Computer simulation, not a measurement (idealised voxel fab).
process module | voxel capacitor over wiring
cross-section cut | 235 nm wide | cells 5 nm
A cross-section is a grid of square cells, given in bands from the top down. A band is one or more rows of cells.
Each band's line starts with the height of the band's top and of its bottom, in nm. Then come its materials from left to right, each with its width in nm. One material with "throughout" fills the band from edge to edge. "air" is empty space.
Height 0 is the level under which the wafer as received is all one material. The lowest band goes on downwards, as in "0 down".
A width such as "30 to 40" changes by the same amount from each row of cells to the next, from the band's top row to its bottom row.
"no change" after a step means that no cell of the cross-section changed.
closed voids: empty space of 8 cells or more with no open way to the top, each as width x height at its distance from the left edge, in nm
after a step's settings: what the simulator itself notes on the step
overlay nm, on a step with a mask: how far to the right of its planned place the mask lay; to the left if negative
plan
1 op RECEIVE | material Si
2 op CONFORMAL_DEP | material SiO2 | thk nm 10
3 op DIRECTIONAL_DEP | material TiN | thk nm 5
4 op DIRECTIONAL_DEP | material Ru | thk nm 20
5 op MASKED_ETCH | tone cover | mask id METAL_1 | width nm 25 | pitch nm 75 | etch materials Ru | depth nm 20 | overlay nm 0
6 op MASKED_ETCH | tone cover | mask id METAL_1 | width nm 25 | pitch nm 75 | etch materials TiN | depth nm 5 | overlay nm 0
7 op FILL_DEP | material lowk | thk nm 5
8 op CMP | height nm 35
9 op CONFORMAL_DEP | material SiCN | thk nm 5
10 op DIRECTIONAL_DEP | material SiO2 | thk nm 10
11 op PATTERN | tone open | mask id PLUG_1 | material resist | width nm 15 | thk nm 20 | overlay nm 0
12 op DIRECTIONAL_ETCH | etch materials SiO2 | depth nm 10
13 op DIRECTIONAL_ETCH | etch materials SiCN | depth nm 5
14 op STRIP | etch materials resist
15 op CONFORMAL_DEP | material TiN | thk nm 5
16 op FILL_DEP | material Ru | thk nm 5
17 op CMP | height nm 50
18 op DIRECTIONAL_DEP | material TiN | thk nm 10
19 op DIRECTIONAL_DEP | material SiN | thk nm 5
20 op DIRECTIONAL_DEP | material TiN | thk nm 10
21 op MASKED_ETCH | tone cover | mask id UPPER_PLATE | width nm 55 | etch materials TiN | depth nm 10 | overlay nm 0
22 op MASKED_ETCH | tone cover | mask id UPPER_PLATE | width nm 55 | etch materials SiN | depth nm 5 | overlay nm 0
23 op PATTERN | tone cover | mask id LOWER_PLATE | material resist | width nm 65 | thk nm 20 | overlay nm 0
24 op DIRECTIONAL_ETCH | etch materials TiN | depth nm 10
25 op STRIP | etch materials resist
26 op FILL_DEP | material SiO2 | thk nm 15
27 op CMP | height nm 85
28 op PATTERN | tone open | mask id PLUG_2 | material resist | width nm 15 | thk nm 15 | overlay nm 0
29 op DIRECTIONAL_ETCH | etch materials SiO2 | depth nm 10
30 op STRIP | etch materials resist
31 op CONFORMAL_DEP | material TiN | thk nm 5
32 op FILL_DEP | material Ru | thk nm 5
33 op CMP | height nm 85
34 op CONFORMAL_DEP | material SiN | thk nm 5
as received, after step 1
  0 down: Si throughout
  closed voids: none
a wafer at the end: this start, this plan, one mistake
  90 to 85: SiN throughout
  85 to 80: SiO2 85 | TiN 5 | Ru 5 | TiN 5 | SiO2 135
  80 to 75: SiO2 85 | TiN 15 | SiO2 135
  75 to 65: SiO2 75 | TiN 55 | SiO2 105
  65 to 60: SiO2 75 | SiN 55 | SiO2 105
  60 to 50: SiO2 70 | TiN 65 | SiO2 100
  50 to 40: SiO2 75 | TiN 5 | Ru 5 | TiN 5 | SiO2 145
  40 to 35: SiCN 75 | TiN 15 | SiCN 145
  35 to 20: lowk 65 | Ru 25 | lowk 50 | Ru 25 | lowk 70
  20 to 15: lowk 65 | TiN 25 | lowk 50 | TiN 25 | lowk 70
  15 to 0: SiO2 throughout
  0 down: Si throughout
  closed voids: none
what went wrong: step 2 ran as: op CONFORMAL_DEP | material SiO2 | thk nm 15
